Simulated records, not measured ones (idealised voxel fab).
This section sets out a process module, namely voxel spacer lines.
The width of the displayed cross-section, cut, is 225 nm; its cells are square, with a size of 5 nm.
Bands, listed from the top down, are how a cross-section gets written in this document; the cross-section itself is a grid of square cells, and a band is one or more rows of them. Within each band entry, the heights of the top and of the bottom of the band appear first, in that order and in nm; the materials of the band then follow from left to right, each with its corresponding width in nm. The designation "edge to edge" on a single material indicates that it fills the band from edge to edge; the designation "blank" indicates empty space. All heights in this document are referenced to 0, defined as the level beneath which the wafer, as received, consists entirely of one material. The lowest band is not bounded below; it extends indefinitely downward and is written in the form "0 and below". Graded width ("30 to 40"): value in top row of band = first number; value in bottom row = second number; row-to-row change constant. Given "nothing got changed" for a step, no cell of the cross-section differs between before and after that step. Empty spaces counting at least 8 cells and having no open way to the top are listed in "Closed void inventory". The notation width x height at distance is used for each, the distance being from the left edge and all three values in nm. What comes after the settings on a step's line is commentary from the simulator itself on that step. overlay nm: for a step with a mask, the amount by which the mask lay right of where it was planned; a negative amount means left of it.
### These are the steps we planned for the process
1,RECEIVE with material Si
2,CONFORMAL_DEP with material SiO2, thk nm 10
3,DIRECTIONAL_DEP with material W, thk nm 15
4,DIRECTIONAL_DEP with material aC, thk nm 25
5,PATTERN with tone cover, mask id MANDREL, material resist, width nm 25, pitch nm 70, thk nm 35, overlay nm 0
6,DIRECTIONAL_ETCH with etch materials aC, depth nm 25
7,STRIP with etch materials resist
8,CONFORMAL_DEP with material SiN, thk nm 10
9,DIRECTIONAL_ETCH with etch materials SiN, depth nm 10
10,STRIP with etch materials aC
11,DIRECTIONAL_ETCH with etch materials W, depth nm 15
12,STRIP with etch materials SiN
### As-received wafer cross-section (after step 1)
0 and below | Si edge to edge
Closed void inventory: none
### As-planned run: cross-section of the first of two wafers at end of module
25 down to 10 | 20 of blank | 10 of W | 25 of blank | 10 of W | 25 of blank | 10 of W | 25 of blank | 10 of W | 25 of blank | 10 of W | 25 of blank | 10 of W | 20 of blank
10 down to 0 | SiO2 edge to edge
0 and below | Si edge to edge
Closed void inventory: none
### Cross-sectional image of the second wafer of the two following completion of the module. Starting state and process plan were the same as for the first wafer; one execution error occurred
25 down to 20 | 20 of blank | 10 of W | 25 of blank | 10 of W | 25 of blank | 10 of W | 25 of blank | 10 of W | 25 of blank | 10 of W | 25 of blank | 10 of W | 20 of blank
20 down to 10 | W edge to edge
10 down to 0 | SiO2 edge to edge
0 and below | Si edge to edge
Closed void inventory: none
So what did we get wrong on this run? step 11 ran differently from the plan; actual operation with settings: DIRECTIONAL_ETCH with etch materials W, depth nm 5
Counted in cells at the end, the second wafer holds more or fewer of these materials than the first: +66 W
